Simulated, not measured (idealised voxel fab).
This section sets out a process module, namely voxel transistor to metal.
The width of the displayed cross-section, cut, is 180 nm; its cells are square, with a size of 5 nm.
For the purposes of this document, a cross-section shall be understood as a grid of square cells, specified as bands listed in top-to-bottom order, each band consisting of one or more rows of cells.
Band entry format. Leading values: height of top, height of bottom, nm. Remainder: materials in left-to-right order, each with its width in nm. Special words: "throughout" on a single material, which then fills the band edge to edge; "blank", empty space.
Heights are measured from 0, the level below which the as-received wafer is all one material; the lowest band has no bottom and continues downward, written as in "0 -> down".
Top row gets the first number, bottom row gets the second, and each row in between changes by the same step: that is how a band width like "30..40" works.
"stayed the same" after a step means that no cell of the cross-section changed.
So "Unvented cavities" is basically the list of trapped voids: any empty space of 8 cells or more that can't reach the top through an opening. They're written width x height at distance, the distance being from the left edge, and it's all nm.
On each step's line, the part that comes after the settings is the simulator's own comment on the step.
overlay nm: mask right of planned place by this much (step with mask). Neg. = left.
# List of planned process steps
1: RECEIVE [material Si]
2: OXIDIZE [depth nm 5]
3: CONFORMAL_DEP [material SiN] [thk nm 10]
4: PATTERN [tone cover] [mask id ACTIVE] [material resist] [width nm 95] [thk nm 15] [overlay nm 0]
5: DIRECTIONAL_ETCH [etch materials SiN] [depth nm 10]
6: DIRECTIONAL_ETCH [etch materials SiO2] [depth nm 5]
7: DIRECTIONAL_ETCH [etch materials Si] [depth nm 25]
8: STRIP [etch materials resist]
9: OXIDIZE [depth nm 5]
10: FILL_DEP [material SiO2] [thk nm 15]
11: CMP [height nm 10]
12: SELECTIVE_ETCH [etch materials SiO2] [depth nm 5]
13: STRIP [etch materials SiN]
14: SELECTIVE_ETCH [etch materials SiO2] [depth nm 5]
15: OXIDIZE [depth nm 5]
16: DIRECTIONAL_DEP [material polySi] [thk nm 20]
17: DIRECTIONAL_DEP [material SiCN] [thk nm 10]
18: MASKED_ETCH [tone cover] [mask id GATE] [width nm 15] [etch materials SiCN] [depth nm 20] [overlay nm 0]
19: MASKED_ETCH [tone cover] [mask id GATE] [width nm 15] [etch materials polySi] [depth nm 30] [overlay nm 0]
20: CONFORMAL_DEP [material SiO2] [thk nm 5]
21: DIRECTIONAL_ETCH [etch materials SiO2] [depth nm 5]
22: CONFORMAL_DEP [material SiN] [thk nm 10]
23: DIRECTIONAL_ETCH [etch materials SiN] [depth nm 10]
24: DIRECTIONAL_ETCH [etch materials SiO2] [depth nm 5]
25: DIRECTIONAL_ETCH [etch materials Si] [depth nm 15]
26: EPI [material nSi] [thk nm 20]
27: FILL_DEP [material SiO2] [thk nm 5]
28: CMP [height nm 25]
29: DIRECTIONAL_DEP [material SiO2] [thk nm 10]
30: PATTERN [tone open] [mask id CONTACT] [material resist] [width nm 25] [pitch nm 50] [thk nm 15] [overlay nm 0]
31: DIRECTIONAL_ETCH [etch materials SiO2] [depth nm 25]
32: STRIP [etch materials resist]
33: CONFORMAL_DEP [material TiN] [thk nm 5]
34: FILL_DEP [material Ru] [thk nm 5]
35: CMP [height nm 35]
36: CONFORMAL_DEP [material SiN] [thk nm 5]
37: DIRECTIONAL_DEP [material lowk] [thk nm 20]
38: PATTERN [tone open] [mask id METAL_1] [material resist] [width nm 15] [pitch nm 60] [thk nm 20] [overlay nm 0]
39: DIRECTIONAL_ETCH [etch materials lowk] [depth nm 20]
40: DIRECTIONAL_ETCH [etch materials SiN] [depth nm 5]
41: STRIP [etch materials resist]
42: CONFORMAL_DEP [material TiN] [thk nm 5]
43: FILL_DEP [material W] [thk nm 5]
44: CMP [height nm 60]
45: CONFORMAL_DEP [material SiCN] [thk nm 5]
# Cross-section: wafer on arrival = after step 1
0 -> down | Si throughout
Unvented cavities: none
# Figure: cross-sectional view of the wafer upon completion of the module, processed from the initial state and according to the plan depicted above, with one error introduced during execution
65 -> 60 | SiCN throughout
60 -> 40 | lowk (50), then TiN (5), then W (5), then TiN (5), then lowk (45), then TiN (5), then W (5), then TiN (5), then lowk (55)
40 -> 35 | SiN (50), then TiN (15), then SiN (45), then TiN (15), then SiN (55)
35 -> 25 | SiO2 (50), then TiN (5), then Ru (15..5), then TiN (5..15), then SiO2 (25), then TiN (5..15), then Ru (15..5), then TiN (5), then SiO2 (55)
25 -> 15 | SiO2 (50), then TiN (5), then Ru (5), then TiN (5), then SiN (10), then SiO2 (5), then SiCN (15), then SiO2 (5), then SiN (10), then TiN (5), then Ru (5), then TiN (5), then SiO2 (55)
15 -> 10 | SiO2 (50), then TiN (15), then SiN (10), then SiO2 (5), then polySi (15), then SiO2 (5), then SiN (10), then TiN (15), then SiO2 (55)
10 -> 0 | SiO2 (40), then nSi (25), then SiN (10), then SiO2 (5), then polySi (15), then SiO2 (5), then SiN (10), then nSi (25), then SiO2 (45)
0 -> -5 | SiO2 (40), then SiN (10), then nSi (15), then SiN (10), then SiO2 (5), then polySi (15), then SiO2 (5), then SiN (10), then nSi (15), then SiN (10), then SiO2 (45)
-5 -> -10 | SiO2 (50), then nSi (15), then SiO2 (45), then nSi (15), then SiO2 (55)
-10 -> -25 | SiO2 (45), then Si (5), then nSi (15), then Si (45), then nSi (15), then Si (5), then SiO2 (50)
-25 -> -60 | SiO2 (45), then Si (85), then SiO2 (50)
-60 -> down | Si throughout
Unvented cavities: none
what went wrong: plan step 7 was conducted twice
